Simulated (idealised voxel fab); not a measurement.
process module | voxel spacer lines
cross-section cut | 200 nm wide | cells 5 nm
A cross-section is a grid of square cells, given in bands from the top down. A band is one or more rows of cells.
Each band's line starts with the height of the band's top and of its bottom, in nm. Then come its materials from left to right, each with its width in nm. One material with "throughout" fills the band from edge to edge. "air" is empty space.
Height 0 is the level under which the wafer as received is all one material. The lowest band goes on downwards, as in "0 down".
A width such as "30 to 40" changes by the same amount from each row of cells to the next, from the band's top row to its bottom row.
"no change" after a step means that no cell of the cross-section changed.
closed voids: empty space of 8 cells or more with no open way to the top, each as width x height at its distance from the left edge, in nm
after a step's settings: what the simulator itself notes on the step
overlay nm, on a step with a mask: how far to the right of its planned place the mask lay; to the left if negative
Each pair below shows a cross-section before one step and the cross-section after it, down to the lowest band that changed. The line under each pair gives the step between them, with its settings. The pairs can come from different runs of this module on the same starting wafer, so a pair continues from the pair above only where its "before" says so.
before
  0 down: Si throughout
  closed voids: none
after
  5 to 0: Al2O3 throughout
  below 0: unchanged
  closed voids: none
the step between: op CONFORMAL_DEP | material Al2O3 | thk nm 5
before: the cross-section after the pair above
after
  20 to 5: TiN throughout
  below 5: unchanged
  closed voids: none
the step between: op DIRECTIONAL_DEP | material TiN | thk nm 15
before: the cross-section after the pair above
after
  45 to 20: aC throughout
  below 20: unchanged
  closed voids: none
the step between: op DIRECTIONAL_DEP | material aC | thk nm 25
before: the cross-section after the pair above
after
  80 to 45: air 60 | resist 20 | air 40 | resist 20 | air 60
  below 45: unchanged
  closed voids: none
the step between: op PATTERN | tone cover | mask id MANDREL | material resist | width nm 20 | pitch nm 60 | thk nm 35 | overlay nm 0
before: the cross-section after the pair above
after
  55 to 45: air 60 | resist 20 | air 40 | resist 20 | air 60
  45 to 20: air 60 | aC 20 | air 40 | aC 20 | air 60
  below 20: unchanged
  closed voids: none
the step between: op DIRECTIONAL_ETCH | etch materials aC | depth nm 25
before: the cross-section after the pair above
after
  45 to 20: air 60 | aC 20 | air 40 | aC 20 | air 60
  below 20: unchanged
  closed voids: none
the step between: op STRIP | etch materials resist
before: the cross-section after the pair above
after
  55 to 45: air 50 | SiO2 40 | air 20 | SiO2 40 | air 50
  45 to 30: air 50 | SiO2 10 | aC 20 | SiO2 10 | air 20 | SiO2 10 | aC 20 | SiO2 10 | air 50
  30 to 20: SiO2 60 | aC 20 | SiO2 40 | aC 20 | SiO2 60
  below 20: unchanged
  closed voids: none
the step between: op CONFORMAL_DEP | material SiO2 | thk nm 10
before: the cross-section after the pair above
after
  45 to 20: air 50 | SiO2 10 | aC 20 | SiO2 10 | air 20 | SiO2 10 | aC 20 | SiO2 10 | air 50
  below 20: unchanged
  closed voids: none
the step between: op DIRECTIONAL_ETCH | etch materials SiO2 | depth nm 10
before: the cross-section after the pair above
after
  45 to 20: air 50 | SiO2 10 | air 20 | SiO2 10 | air 20 | SiO2 10 | air 20 | SiO2 10 | air 50
  below 20: unchanged
  closed voids: none
the step between: op STRIP | etch materials aC
before: the cross-section after the pair above
after
  45 to 20: air 50 | SiO2 10 | air 20 | SiO2 10 | air 20 | SiO2 10 | air 20 | SiO2 10 | air 50
  20 to 5: air 50 | TiN 10 | air 20 | TiN 10 | air 20 | TiN 10 | air 20 | TiN 10 | air 50
  below 5: unchanged
  closed voids: none
the step between: op DIRECTIONAL_ETCH | etch materials TiN | depth nm 15
before: the cross-section after the pair above
after
  20 to 5: air 50 | TiN 10 | air 20 | TiN 10 | air 20 | TiN 10 | air 20 | TiN 10 | air 50
  below 5: unchanged
  closed voids: none
the step between: op STRIP | etch materials SiO2
before: the cross-section after the pair above
after
  25 to 20: lowk throughout
  20 to 5: lowk 50 | TiN 10 | lowk 20 | TiN 10 | lowk 20 | TiN 10 | lowk 20 | TiN 10 | lowk 50
  below 5: unchanged
  closed voids: none
the step between: op FILL_DEP | material lowk | thk nm 5
before: the cross-section after the pair above
after
  20 to 5: lowk 50 | TiN 10 | lowk 20 | TiN 10 | lowk 20 | TiN 10 | lowk 20 | TiN 10 | lowk 50
  below 5: unchanged
  closed voids: none
the step between: op CMP | height nm 20
before
  0 down: Si throughout
  closed voids: none
after
  15 to 0: TiN throughout
  below 0: unchanged
  closed voids: none
the step between: op DIRECTIONAL_DEP | material TiN | thk nm 15
before: the cross-section after the pair above
after
  40 to 15: aC throughout
  below 15: unchanged
  closed voids: none
the step between: op DIRECTIONAL_DEP | material aC | thk nm 25
before: the cross-section after the pair above
after
  75 to 40: air 60 | resist 20 | air 40 | resist 20 | air 60
  below 40: unchanged
  closed voids: none
the step between: op PATTERN | tone cover | mask id MANDREL | material resist | width nm 20 | pitch nm 60 | thk nm 35 | overlay nm 0
before: the cross-section after the pair above
after
  50 to 40: air 60 | resist 20 | air 40 | resist 20 | air 60
  40 to 15: air 60 | aC 20 | air 40 | aC 20 | air 60
  below 15: unchanged
  closed voids: none
the step between: op DIRECTIONAL_ETCH | etch materials aC | depth nm 25
before: the cross-section after the pair above
after
  40 to 15: air 60 | aC 20 | air 40 | aC 20 | air 60
  below 15: unchanged
  closed voids: none
the step between: op STRIP | etch materials resist
before: the cross-section after the pair above
after
  50 to 40: air 50 | SiO2 40 | air 20 | SiO2 40 | air 50
  40 to 25: air 50 | SiO2 10 | aC 20 | SiO2 10 | air 20 | SiO2 10 | aC 20 | SiO2 10 | air 50
  25 to 15: SiO2 60 | aC 20 | SiO2 40 | aC 20 | SiO2 60
  below 15: unchanged
  closed voids: none
the step between: op CONFORMAL_DEP | material SiO2 | thk nm 10
before: the cross-section after the pair above
after
  40 to 15: air 50 | SiO2 10 | aC 20 | SiO2 10 | air 20 | SiO2 10 | aC 20 | SiO2 10 | air 50
  below 15: unchanged
  closed voids: none
the step between: op DIRECTIONAL_ETCH | etch materials SiO2 | depth nm 10
before: the cross-section after the pair above
after
  40 to 15: air 50 | SiO2 10 | air 20 | SiO2 10 | air 20 | SiO2 10 | air 20 | SiO2 10 | air 50
  below 15: unchanged
  closed voids: none
the step between: op STRIP | etch materials aC
before: the cross-section after the pair above
after
  40 to 15: air 50 | SiO2 10 | air 20 | SiO2 10 | air 20 | SiO2 10 | air 20 | SiO2 10 | air 50
  15 to 0: air 50 | TiN 10 | air 20 | TiN 10 | air 20 | TiN 10 | air 20 | TiN 10 | air 50
  below 0: unchanged
  closed voids: none
the step between: op DIRECTIONAL_ETCH | etch materials TiN | depth nm 15
before: the cross-section after the pair above
after
  15 to 0: air 50 | TiN 10 | air 20 | TiN 10 | air 20 | TiN 10 | air 20 | TiN 10 | air 50
  below 0: unchanged
  closed voids: none
the step between: op STRIP | etch materials SiO2
before: the cross-section after the pair above
after
  20 to 15: lowk throughout
  15 to 0: lowk 50 | TiN 10 | lowk 20 | TiN 10 | lowk 20 | TiN 10 | lowk 20 | TiN 10 | lowk 50
  below 0: unchanged
  closed voids: none
the step between: op FILL_DEP | material lowk | thk nm 5
before
  45 to 20: air 50 | SiO2 10 | aC 20 | SiO2 10 | air 20 | SiO2 10 | aC 20 | SiO2 10 | air 50
  20 to 5: TiN throughout
  5 to 0: Al2O3 throughout
  0 down: Si throughout
  closed voids: none
after
  45 to 35: air 60 | aC 20 | air 40 | aC 20 | air 60
  below 35: unchanged
  closed voids: none
the step between: op DIRECTIONAL_ETCH | etch materials SiO2 | depth nm 10
before: the cross-section after the pair above
after
  35 to 20: air 50 | SiO2 10 | air 20 | SiO2 10 | air 20 | SiO2 10 | air 20 | SiO2 10 | air 50
  below 20: unchanged
  closed voids: none
the step between: op STRIP | etch materials aC
before: the cross-section after the pair above
after
  35 to 20: air 50 | SiO2 10 | air 20 | SiO2 10 | air 20 | SiO2 10 | air 20 | SiO2 10 | air 50
  20 to 5: air 50 | TiN 10 | air 20 | TiN 10 | air 20 | TiN 10 | air 20 | TiN 10 | air 50
  below 5: unchanged
  closed voids: none
the step between: op DIRECTIONAL_ETCH | etch materials TiN | depth nm 15
before: the cross-section after the pair above
after
  20 to 5: air 50 | TiN 10 | air 20 | TiN 10 | air 20 | TiN 10 | air 20 | TiN 10 | air 50
  below 5: unchanged
  closed voids: none
the step between: op STRIP | etch materials SiO2
before
  15 to 0: TiN throughout
  0 down: Si throughout
  closed voids: none
after
  20 to 15: Al2O3 throughout
  below 15: unchanged
  closed voids: none
the step between: op CONFORMAL_DEP | material Al2O3 | thk nm 5
before: the cross-section after the pair above
after
  45 to 20: aC throughout
  below 20: unchanged
  closed voids: none
the step between: op DIRECTIONAL_DEP | material aC | thk nm 25
before: the cross-section after the pair above
after
  80 to 45: air 60 | resist 20 | air 40 | resist 20 | air 60
  below 45: unchanged
  closed voids: none
the step between: op PATTERN | tone cover | mask id MANDREL | material resist | width nm 20 | pitch nm 60 | thk nm 35 | overlay nm 0
before: the cross-section after the pair above
after
  55 to 45: air 60 | resist 20 | air 40 | resist 20 | air 60
  45 to 20: air 60 | aC 20 | air 40 | aC 20 | air 60
  below 20: unchanged
  closed voids: none
the step between: op DIRECTIONAL_ETCH | etch materials aC | depth nm 25
before: the cross-section after the pair above
after
  45 to 20: air 60 | aC 20 | air 40 | aC 20 | air 60
  below 20: unchanged
  closed voids: none
the step between: op STRIP | etch materials resist
before: the cross-section after the pair above
after
  55 to 45: air 50 | SiO2 40 | air 20 | SiO2 40 | air 50
  45 to 30: air 50 | SiO2 10 | aC 20 | SiO2 10 | air 20 | SiO2 10 | aC 20 | SiO2 10 | air 50
  30 to 20: SiO2 60 | aC 20 | SiO2 40 | aC 20 | SiO2 60
  below 20: unchanged
  closed voids: none
the step between: op CONFORMAL_DEP | material SiO2 | thk nm 10
before: the cross-section after the pair above
after
  45 to 20: air 50 | SiO2 10 | aC 20 | SiO2 10 | air 20 | SiO2 10 | aC 20 | SiO2 10 | air 50
  below 20: unchanged
  closed voids: none
the step between: op DIRECTIONAL_ETCH | etch materials SiO2 | depth nm 10
before: the cross-section after the pair above
after
  45 to 20: air 50 | SiO2 10 | air 20 | SiO2 10 | air 20 | SiO2 10 | air 20 | SiO2 10 | air 50
  below 20: unchanged
  closed voids: none
the step between: op STRIP | etch materials aC
before: the cross-section after the pair above
after
  20 to 15: Al2O3 throughout
  below 15: unchanged
  closed voids: none
the step between: op STRIP | etch materials SiO2
before: the cross-section after the pair above
after
  25 to 20: lowk throughout
  below 20: unchanged
  closed voids: none
the step between: op FILL_DEP | material lowk | thk nm 5
before: the cross-section after the pair above
after
  20 to 15: Al2O3 throughout
  below 15: unchanged
  closed voids: none
the step between: op CMP | height nm 20
before
  5 to 0: Al2O3 throughout
  0 down: Si throughout
  closed voids: none
after
  15 to 5: TiN throughout
  below 5: unchanged
  closed voids: none
the step between: op DIRECTIONAL_DEP | material TiN | thk nm 10
before: the cross-section after the pair above
after
  40 to 15: aC throughout
  below 15: unchanged
  closed voids: none
the step between: op DIRECTIONAL_DEP | material aC | thk nm 25
before: the cross-section after the pair above
after
  75 to 40: air 60 | resist 20 | air 40 | resist 20 | air 60
  below 40: unchanged
  closed voids: none
the step between: op PATTERN | tone cover | mask id MANDREL | material resist | width nm 20 | pitch nm 60 | thk nm 35 | overlay nm 0
before: the cross-section after the pair above
after
  50 to 40: air 60 | resist 20 | air 40 | resist 20 | air 60
  40 to 15: air 60 | aC 20 | air 40 | aC 20 | air 60
  below 15: unchanged
  closed voids: none
the step between: op DIRECTIONAL_ETCH | etch materials aC | depth nm 25
before: the cross-section after the pair above
after
  40 to 15: air 60 | aC 20 | air 40 | aC 20 | air 60
  below 15: unchanged
  closed voids: none
the step between: op STRIP | etch materials resist
before: the cross-section after the pair above
after
  50 to 40: air 50 | SiO2 40 | air 20 | SiO2 40 | air 50
  40 to 25: air 50 | SiO2 10 | aC 20 | SiO2 10 | air 20 | SiO2 10 | aC 20 | SiO2 10 | air 50
  25 to 15: SiO2 60 | aC 20 | SiO2 40 | aC 20 | SiO2 60
  below 15: unchanged
  closed voids: none
the step between: op CONFORMAL_DEP | material SiO2 | thk nm 10
before: the cross-section after the pair above
after
  40 to 15: air 50 | SiO2 10 | aC 20 | SiO2 10 | air 20 | SiO2 10 | aC 20 | SiO2 10 | air 50
  below 15: unchanged
  closed voids: none
the step between: op DIRECTIONAL_ETCH | etch materials SiO2 | depth nm 10
before: the cross-section after the pair above
after
  40 to 15: air 50 | SiO2 10 | air 20 | SiO2 10 | air 20 | SiO2 10 | air 20 | SiO2 10 | air 50
  below 15: unchanged
  closed voids: none
the step between: op STRIP | etch materials aC
before: the cross-section after the pair above
after
  40 to 15: air 50 | SiO2 10 | air 20 | SiO2 10 | air 20 | SiO2 10 | air 20 | SiO2 10 | air 50
  15 to 5: air 50 | TiN 10 | air 20 | TiN 10 | air 20 | TiN 10 | air 20 | TiN 10 | air 50
  below 5: unchanged
  closed voids: none
the step between: op DIRECTIONAL_ETCH | etch materials TiN | depth nm 15
before: the cross-section after the pair above
after
  15 to 5: air 50 | TiN 10 | air 20 | TiN 10 | air 20 | TiN 10 | air 20 | TiN 10 | air 50
  below 5: unchanged
  closed voids: none
the step between: op STRIP | etch materials SiO2
before: the cross-section after the pair above
after
  20 to 15: lowk throughout
  15 to 5: lowk 50 | TiN 10 | lowk 20 | TiN 10 | lowk 20 | TiN 10 | lowk 20 | TiN 10 | lowk 50
  below 5: unchanged
  closed voids: none
the step between: op FILL_DEP | material lowk | thk nm 5
before
  45 to 20: aC throughout
  20 to 5: TiN throughout
  5 to 0: Al2O3 throughout
  0 down: Si throughout
  closed voids: none
after
  80 to 45: air 55 | resist 30 | air 30 | resist 30 | air 55
  below 45: unchanged
  closed voids: none
the step between: op PATTERN | tone cover | mask id MANDREL | material resist | width nm 30 | pitch nm 60 | thk nm 35 | overlay nm 0
before: the cross-section after the pair above
after
  55 to 45: air 55 | resist 30 | air 30 | resist 30 | air 55
  45 to 20: air 55 | aC 30 | air 30 | aC 30 | air 55
  below 20: unchanged
  closed voids: none
the step between: op DIRECTIONAL_ETCH | etch materials aC | depth nm 25
before: the cross-section after the pair above
after
  45 to 20: air 55 | aC 30 | air 30 | aC 30 | air 55
  below 20: unchanged
  closed voids: none
the step between: op STRIP | etch materials resist
before: the cross-section after the pair above
after
  55 to 45: air 45 | SiO2 50 | air 10 | SiO2 50 | air 45
  45 to 30: air 45 | SiO2 10 | aC 30 | SiO2 10 | air 10 | SiO2 10 | aC 30 | SiO2 10 | air 45
  30 to 20: SiO2 55 | aC 30 | SiO2 30 | aC 30 | SiO2 55
  below 20: unchanged
  closed voids: none
the step between: op CONFORMAL_DEP | material SiO2 | thk nm 10
before: the cross-section after the pair above
after
  45 to 20: air 45 | SiO2 10 | aC 30 | SiO2 10 | air 10 | SiO2 10 | aC 30 | SiO2 10 | air 45
  below 20: unchanged
  closed voids: none
the step between: op DIRECTIONAL_ETCH | etch materials SiO2 | depth nm 10
before: the cross-section after the pair above
after
  45 to 20: air 45 | SiO2 10 | air 30 | SiO2 10 | air 10 | SiO2 10 | air 30 | SiO2 10 | air 45
  below 20: unchanged
  closed voids: none
the step between: op STRIP | etch materials aC
before: the cross-section after the pair above
after
  45 to 20: air 45 | SiO2 10 | air 30 | SiO2 10 | air 10 | SiO2 10 | air 30 | SiO2 10 | air 45
  20 to 5: air 45 | TiN 10 | air 30 | TiN 10 | air 10 | TiN 10 | air 30 | TiN 10 | air 45
  below 5: unchanged
  closed voids: none
the step between: op DIRECTIONAL_ETCH | etch materials TiN | depth nm 15
before: the cross-section after the pair above
after
  20 to 5: air 45 | TiN 10 | air 30 | TiN 10 | air 10 | TiN 10 | air 30 | TiN 10 | air 45
  below 5: unchanged
  closed voids: none
the step between: op STRIP | etch materials SiO2
before: the cross-section after the pair above
after
  25 to 20: lowk throughout
  20 to 5: lowk 45 | TiN 10 | lowk 30 | TiN 10 | lowk 10 | TiN 10 | lowk 30 | TiN 10 | lowk 45
  below 5: unchanged
  closed voids: none
the step between: op FILL_DEP | material lowk | thk nm 5
before: the cross-section after the pair above
after
  20 to 5: lowk 45 | TiN 10 | lowk 30 | TiN 10 | lowk 10 | TiN 10 | lowk 30 | TiN 10 | lowk 45
  below 5: unchanged
  closed voids: none
the step between: op CMP | height nm 20
before
  45 to 20: aC throughout
  20 to 5: TiN throughout
  5 to 0: Al2O3 throughout
  0 down: Si throughout
  closed voids: none
after
  80 to 45: air 55 | resist 20 | air 40 | resist 20 | air 65
  below 45: unchanged
  closed voids: none
the step between: op PATTERN | tone cover | mask id MANDREL | material resist | width nm 20 | pitch nm 60 | thk nm 35 | overlay nm -5
before: the cross-section after the pair above
after
  55 to 45: air 55 | resist 20 | air 40 | resist 20 | air 65
  45 to 20: air 55 | aC 20 | air 40 | aC 20 | air 65
  below 20: unchanged
  closed voids: none
the step between: op DIRECTIONAL_ETCH | etch materials aC | depth nm 25
before: the cross-section after the pair above
after
  45 to 20: air 55 | aC 20 | air 40 | aC 20 | air 65
  below 20: unchanged
  closed voids: none
the step between: op STRIP | etch materials resist
before: the cross-section after the pair above
after
  55 to 45: air 45 | SiO2 40 | air 20 | SiO2 40 | air 55
  45 to 30: air 45 | SiO2 10 | aC 20 | SiO2 10 | air 20 | SiO2 10 | aC 20 | SiO2 10 | air 55
  30 to 20: SiO2 55 | aC 20 | SiO2 40 | aC 20 | SiO2 65
  below 20: unchanged
  closed voids: none
the step between: op CONFORMAL_DEP | material SiO2 | thk nm 10
before: the cross-section after the pair above
after
  45 to 20: air 45 | SiO2 10 | aC 20 | SiO2 10 | air 20 | SiO2 10 | aC 20 | SiO2 10 | air 55
  below 20: unchanged
  closed voids: none
the step between: op DIRECTIONAL_ETCH | etch materials SiO2 | depth nm 10
before: the cross-section after the pair above
after
  45 to 20: air 45 | SiO2 10 | air 20 | SiO2 10 | air 20 | SiO2 10 | air 20 | SiO2 10 | air 55
  below 20: unchanged
  closed voids: none
the step between: op STRIP | etch materials aC
before: the cross-section after the pair above
after
  45 to 20: air 45 | SiO2 10 | air 20 | SiO2 10 | air 20 | SiO2 10 | air 20 | SiO2 10 | air 55
  20 to 5: air 45 | TiN 10 | air 20 | TiN 10 | air 20 | TiN 10 | air 20 | TiN 10 | air 55
  below 5: unchanged
  closed voids: none
the step between: op DIRECTIONAL_ETCH | etch materials TiN | depth nm 15
before: the cross-section after the pair above
after
  20 to 5: air 45 | TiN 10 | air 20 | TiN 10 | air 20 | TiN 10 | air 20 | TiN 10 | air 55
  below 5: unchanged
  closed voids: none
the step between: op STRIP | etch materials SiO2
before: the cross-section after the pair above
after
  25 to 20: lowk throughout
  20 to 5: lowk 45 | TiN 10 | lowk 20 | TiN 10 | lowk 20 | TiN 10 | lowk 20 | TiN 10 | lowk 55
  below 5: unchanged
  closed voids: none
the step between: op FILL_DEP | material lowk | thk nm 5
before: the cross-section after the pair above
after
  20 to 5: lowk 45 | TiN 10 | lowk 20 | TiN 10 | lowk 20 | TiN 10 | lowk 20 | TiN 10 | lowk 55
  below 5: unchanged
  closed voids: none
the step between: op CMP | height nm 20
before
  45 to 20: air 60 | aC 20 | air 40 | aC 20 | air 60
  20 to 5: TiN throughout
  5 to 0: Al2O3 throughout
  0 down: Si throughout
  closed voids: none
after
  55 to 45: air 50 | TiN 40 | air 20 | TiN 40 | air 50
  45 to 30: air 50 | TiN 10 | aC 20 | TiN 10 | air 20 | TiN 10 | aC 20 | TiN 10 | air 50
  30 to 20: TiN 60 | aC 20 | TiN 40 | aC 20 | TiN 60
  below 20: unchanged
  closed voids: none
the step between: op CONFORMAL_DEP | material TiN | thk nm 10
before: the cross-section after the pair above
after
  45 to 40: air 60 | aC 20 | air 40 | aC 20 | air 60
  40 to 20: air 50 | TiN 10 | aC 20 | TiN 10 | air 20 | TiN 10 | aC 20 | TiN 10 | air 50
  20 to 15: air 50 | TiN 40 | air 20 | TiN 40 | air 50
  below 15: unchanged
  closed voids: none
the step between: op DIRECTIONAL_ETCH | etch materials TiN | depth nm 15
before: the cross-section after the pair above
after
  50 to 45: lowk throughout
  45 to 40: lowk 60 | aC 20 | lowk 40 | aC 20 | lowk 60
  40 to 20: lowk 50 | TiN 10 | aC 20 | TiN 10 | lowk 20 | TiN 10 | aC 20 | TiN 10 | lowk 50
  20 to 15: lowk 50 | TiN 40 | lowk 20 | TiN 40 | lowk 50
  below 15: unchanged
  closed voids: none
the step between: op FILL_DEP | material lowk | thk nm 5
before: the cross-section after the pair above
after
  20 to 15: lowk 50 | TiN 40 | lowk 20 | TiN 40 | lowk 50
  below 15: unchanged
  closed voids: none
the step between: op CMP | height nm 20
